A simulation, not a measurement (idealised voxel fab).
Process module in this document: voxel transistor to metal
Cross-section cut: width 180 nm, square cells of 5 nm.
Cross-section, as written here: a square-cell grid given band by band from the top down, where a band holds one or more rows of cells.
Per band: top height and bottom height in nm, followed by the left-to-right materials and their widths in nm; "edge to edge" marks a single material spanning edge to edge, "empty" marks empty space.
For the purposes of this specification, 0 denotes the height below which the wafer in its as-received condition is composed wholly of one material, and the lowermost band, lacking a lower limit, extends downward without end, as expressed in "0 -> down".
The width entry "30 to 40" should be interpreted row by row: the top row of cells in the band takes the first number, the bottom row takes the second number, and the change between adjacent rows is uniform throughout.
Reading "changes: none" for a step: not a cell of the cross-section changed in it.
In the "Entrapped void list" entry, you get each enclosed empty space of 8 cells or more, one with no open way to the top, written width x height at distance, distance from the left edge, in nm.
Where a step's line continues beyond its settings, the continuation is a remark by the simulator itself on that step.
"overlay nm" denotes, for a step that has a mask, the displacement of the mask to the right of its planned place, with negative values corresponding to the left.
[Intended process steps]
1,RECEIVE,material Si
2,OXIDIZE,depth nm 5
3,CONFORMAL_DEP,material SiN,thk nm 10
4,DIRECTIONAL_DEP,material aC,thk nm 15
5,PATTERN,tone cover,mask id ACTIVE,material resist,width nm 125,thk nm 35,overlay nm 0
6,DIRECTIONAL_ETCH,etch materials aC,depth nm 15
7,STRIP,etch materials resist
8,DIRECTIONAL_ETCH,etch materials SiN,depth nm 10
9,DIRECTIONAL_ETCH,etch materials SiO2,depth nm 5
10,DIRECTIONAL_ETCH,etch materials Si,depth nm 35
11,STRIP,etch materials aC
12,OXIDIZE,depth nm 5
13,FILL_DEP,material SiO2,thk nm 5
14,CMP,height nm 10
15,SELECTIVE_ETCH,etch materials SiO2,depth nm 5
16,STRIP,etch materials SiN
17,SELECTIVE_ETCH,etch materials SiO2,depth nm 5
18,OXIDIZE,depth nm 5
19,DIRECTIONAL_DEP,material polySi,thk nm 25
20,DIRECTIONAL_DEP,material SiCN,thk nm 15
21,DIRECTIONAL_DEP,material aC,thk nm 10
22,PATTERN,tone cover,mask id GATE,material resist,width nm 35,thk nm 30,overlay nm 0
23,DIRECTIONAL_ETCH,etch materials aC,depth nm 10
24,STRIP,etch materials resist
25,DIRECTIONAL_ETCH,etch materials SiCN,depth nm 25
26,DIRECTIONAL_ETCH,etch materials polySi,depth nm 35
27,STRIP,etch materials aC
28,CONFORMAL_DEP,material SiN,thk nm 5
29,DIRECTIONAL_ETCH,etch materials SiN,depth nm 5
30,DIRECTIONAL_ETCH,etch materials SiO2,depth nm 5
31,DIRECTIONAL_ETCH,etch materials Si,depth nm 5
32,EPI,material pSi,thk nm 10
33,FILL_DEP,material SiO2,thk nm 10
34,CMP,height nm 20
35,STRIP,etch materials polySi
36,SELECTIVE_ETCH,etch materials SiO2,depth nm 5
37,CONFORMAL_DEP,material HfO2,thk nm 5
38,CONFORMAL_DEP,material TiN,thk nm 5
39,FILL_DEP,material W,thk nm 10
40,CMP,height nm 15
41,DIRECTIONAL_DEP,material SiO2,thk nm 10
42,MASKED_ETCH,tone open,mask id CONTACT,width nm 15,pitch nm 90,etch materials SiO2,depth nm 30,overlay nm 0
43,CONFORMAL_DEP,material TiN,thk nm 5
44,FILL_DEP,material W,thk nm 5
45,CMP,height nm 25
46,CONFORMAL_DEP,material SiN,thk nm 5
47,DIRECTIONAL_DEP,material lowk,thk nm 20
48,PATTERN,tone open,mask id METAL_1,material resist,width nm 15,pitch nm 90,thk nm 15,overlay nm 0
49,DIRECTIONAL_ETCH,etch materials lowk,depth nm 20
50,DIRECTIONAL_ETCH,etch materials SiN,depth nm 5
51,STRIP,etch materials resist
52,CONFORMAL_DEP,material TiN,thk nm 5
53,FILL_DEP,material Cu,thk nm 5
54,CMP,height nm 50
55,EPI,material Ru,thk nm 5
56,FILL_DEP,material SiCN,thk nm 5
[As received (post step 1): cross-section]
0 -> down | Si edge to edge
Entrapped void list: none
[Same starting wafer, same plan as above, one mistake in the execution; this is the cross-section at the end of the module]
60 -> 55 | SiCN edge to edge
55 -> 50 | 30 SiCN, 25 Ru, 65 SiCN, 25 Ru, 35 SiCN
50 -> 30 | 35 lowk, 5 TiN, 5 Cu, 5 TiN, 75 lowk, 5 TiN, 5 Cu, 5 TiN, 40 lowk
30 -> 25 | 35 SiN, 15 TiN, 75 SiN, 15 TiN, 40 SiN
25 -> 15 | 35 SiO2, 5 TiN, 5 W, 5 TiN, 75 SiO2, 5 TiN, 5 W, 5 TiN, 40 SiO2
15 -> 0 | 35 SiO2, 5 TiN, 5 W, 5 TiN, 15 SiO2, 5 SiN, 5 HfO2, 5 TiN, 15 W, 5 TiN, 5 HfO2, 5 SiN, 15 SiO2, 5 TiN, 5 W, 5 TiN, 40 SiO2
0 -> -5 | 15 SiO2, 5 SiN, 15 SiO2, 15 TiN, 5 SiO2, 10 pSi, 5 SiN, 5 HfO2, 25 TiN, 5 HfO2, 5 SiN, 10 pSi, 5 SiO2, 15 TiN, 15 SiO2, 5 SiN, 20 SiO2
-5 -> -10 | 20 SiO2, 45 pSi, 45 HfO2, 45 pSi, 25 SiO2
-10 -> -15 | 25 SiO2, 40 pSi, 45 Si, 40 pSi, 30 SiO2
-15 -> -45 | 25 SiO2, 125 Si, 30 SiO2
-45 -> down | Si edge to edge
Entrapped void list: none
Want to know what went wrong? so step 5 ended up running with a different setting than we planned, it ran as PATTERN,tone cover,mask id ACTIVE,material resist,width nm 135,thk nm 35,overlay nm 0
